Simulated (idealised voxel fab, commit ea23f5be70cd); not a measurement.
Presented below is a process module, voxel wiring stack.
The cross-section shown here is cut; it is 265 nm wide and divided into square cells measuring 5 nm on a side.
In what follows, cross-sections appear as grids of square cells, described through bands that run from the top down, where every band is one or more rows of cells.
The entry gives the band's vertical extent as a top height and a bottom height in nm, then its horizontal make-up as materials from left to right, each with a width in nm. "empty" stands for empty space; a single material marked "everywhere" fills the band edge to edge.
It should be noted that heights are counted from 0, beneath which the wafer as supplied is of one material throughout, and that the lowest band possesses no lower boundary but continues downward, as written in "0 nm and below".
Per-row width for "30->40": begins at first number (top row of band), ends at second number (bottom row), increment between rows held constant.
"stayed the same", as given for a step, is the statement that not any cell of the cross-section underwent a change during that step.
So "Sealed void listing" is basically the list of trapped voids: any empty space of 8 cells or more that can't reach the top through an opening. They're written width x height at distance, the distance being from the left edge, and it's all nm.
Where a step's line continues beyond its settings, the continuation is a remark by the simulator itself on that step.
overlay nm: for a step with a mask, the amount by which the mask lay right of where it was planned; a negative amount means left of it.
**plan**
| 1 | RECEIVE: material Si |
| 2 | CONFORMAL_DEP: material SiO2, thk nm 10 |
| 3 | DIRECTIONAL_DEP: material TiN, thk nm 5 |
| 4 | DIRECTIONAL_DEP: material W, thk nm 25 |
| 5 | PATTERN: tone cover, mask id METAL_1, material resist, width nm 30, pitch nm 55, thk nm 15, overlay nm 0 |
| 6 | DIRECTIONAL_ETCH: etch materials W, depth nm 25 |
| 7 | DIRECTIONAL_ETCH: etch materials TiN, depth nm 5 |
| 8 | STRIP: etch materials resist |
| 9 | FILL_DEP: material SiO2, thk nm 10 |
| 10 | CMP: height nm 40 |
| 11 | CONFORMAL_DEP: material SiCN, thk nm 5 |
| 12 | DIRECTIONAL_DEP: material SiO2, thk nm 30 |
| 13 | PATTERN: tone open, mask id METAL_2_HOLES, material resist, width nm 15, pitch nm 55, thk nm 20, overlay nm 0 |
| 14 | DIRECTIONAL_ETCH: etch materials SiO2, depth nm 30 |
| 15 | STRIP: etch materials resist |
| 16 | DIRECTIONAL_DEP: material aC, thk nm 15 |
| 17 | PATTERN: tone open, mask id METAL_2, material resist, width nm 30, pitch nm 55, thk nm 35, overlay nm 0 |
| 18 | DIRECTIONAL_ETCH: etch materials aC, depth nm 15 |
| 19 | STRIP: etch materials resist |
| 20 | DIRECTIONAL_ETCH: etch materials SiO2, depth nm 20 |
| 21 | DIRECTIONAL_ETCH: etch materials SiCN, depth nm 5 |
| 22 | STRIP: etch materials aC |
| 23 | CONFORMAL_DEP: material TiN, thk nm 5 |
| 24 | FILL_DEP: material Ru, thk nm 5 |
| 25 | CMP: height nm 75 |
| 26 | CONFORMAL_DEP: material SiCN, thk nm 5 |
| 27 | DIRECTIONAL_DEP: material lowk, thk nm 10 |
| 28 | MASKED_ETCH: tone open, mask id PLUG_2, width nm 15, pitch nm 110, etch materials lowk, depth nm 10, overlay nm 0 |
| 29 | MASKED_ETCH: tone open, mask id PLUG_2, width nm 15, pitch nm 110, etch materials SiCN, depth nm 5, overlay nm 0 |
| 30 | CONFORMAL_DEP: material TiN, thk nm 5 |
| 31 | FILL_DEP: material Cu, thk nm 10 |
| 32 | CMP: height nm 90 |
| 33 | DIRECTIONAL_DEP: material TiN, thk nm 5 |
| 34 | DIRECTIONAL_DEP: material Ru, thk nm 25 |
| 35 | MASKED_ETCH: tone cover, mask id METAL_3, width nm 30, pitch nm 55, etch materials Ru, depth nm 25, overlay nm 0 |
| 36 | MASKED_ETCH: tone cover, mask id METAL_3, width nm 30, pitch nm 55, etch materials TiN, depth nm 5, overlay nm 0 |
| 37 | CONFORMAL_DEP: material SiN, thk nm 5 |
| 38 | FILL_DEP: material lowk, thk nm 5 |
| 39 | CMP: height nm 120 |
| 40 | CONFORMAL_DEP: material SiN, thk nm 5 |
**Incoming wafer, cross-sectional view, post step 1**
  0 nm and below: Si everywhere
  Sealed void listing: none
**End-of-module cross-section. Starting structure and process plan as above; one mistake made in running it**
  125 nm to 120 nm: SiN everywhere
  120 nm to 115 nm: lowk (30); SiN (40); lowk (15); SiN (40); lowk (15); SiN (40); lowk (15); SiN (40); lowk (30)
  115 nm to 95 nm: lowk (30); SiN (5); Ru (30); SiN (5); lowk (15); SiN (5); Ru (30); SiN (5); lowk (15); SiN (5); Ru (30); SiN (5); lowk (15); SiN (5); Ru (30); SiN (5); lowk (30)
  95 nm to 90 nm: SiN (35); TiN (30); SiN (25); TiN (30); SiN (25); TiN (30); SiN (25); TiN (30); SiN (35)
  90 nm to 80 nm: lowk (35); TiN (5); Cu (5); TiN (5); lowk (95); TiN (5); Cu (5); TiN (5); lowk (105)
  80 nm to 75 nm: SiCN (35); TiN (15); SiCN (95); TiN (15); SiCN (105)
  75 nm to 60 nm: SiO2 (35); TiN (5); Ru (20); TiN (5); SiO2 (25); TiN (5); Ru (20); TiN (5); SiO2 (25); TiN (5); Ru (20); TiN (5); SiO2 (25); TiN (5); Ru (20); TiN (5); SiO2 (35)
  60 nm to 55 nm: SiO2 (35); TiN (5); Ru (5); TiN (20); SiO2 (25); TiN (5); Ru (5); TiN (20); SiO2 (25); TiN (5); Ru (5); TiN (20); SiO2 (25); TiN (5); Ru (5); TiN (20); SiO2 (35)
  55 nm to 45 nm: SiO2 (35); TiN (5); Ru (5); TiN (5); SiO2 (40); TiN (5); Ru (5); TiN (5); SiO2 (40); TiN (5); Ru (5); TiN (5); SiO2 (40); TiN (5); Ru (5); TiN (5); SiO2 (50)
  45 nm to 40 nm: SiCN (35); TiN (15); SiCN (40); TiN (15); SiCN (40); TiN (15); SiCN (40); TiN (15); SiCN (50)
  40 nm to 15 nm: SiO2 (35); W (30); SiO2 (25); W (30); SiO2 (25); W (30); SiO2 (25); W (30); SiO2 (35)
  15 nm to 10 nm: SiO2 (35); TiN (30); SiO2 (25); TiN (30); SiO2 (25); TiN (30); SiO2 (25); TiN (30); SiO2 (35)
  10 nm to 0 nm: SiO2 everywhere
  0 nm and below: Si everywhere
  Sealed void listing: none
The mistake made against the process plan was this: not per plan at step 34, really ran DIRECTIONAL_DEP: material Ru, thk nm 20
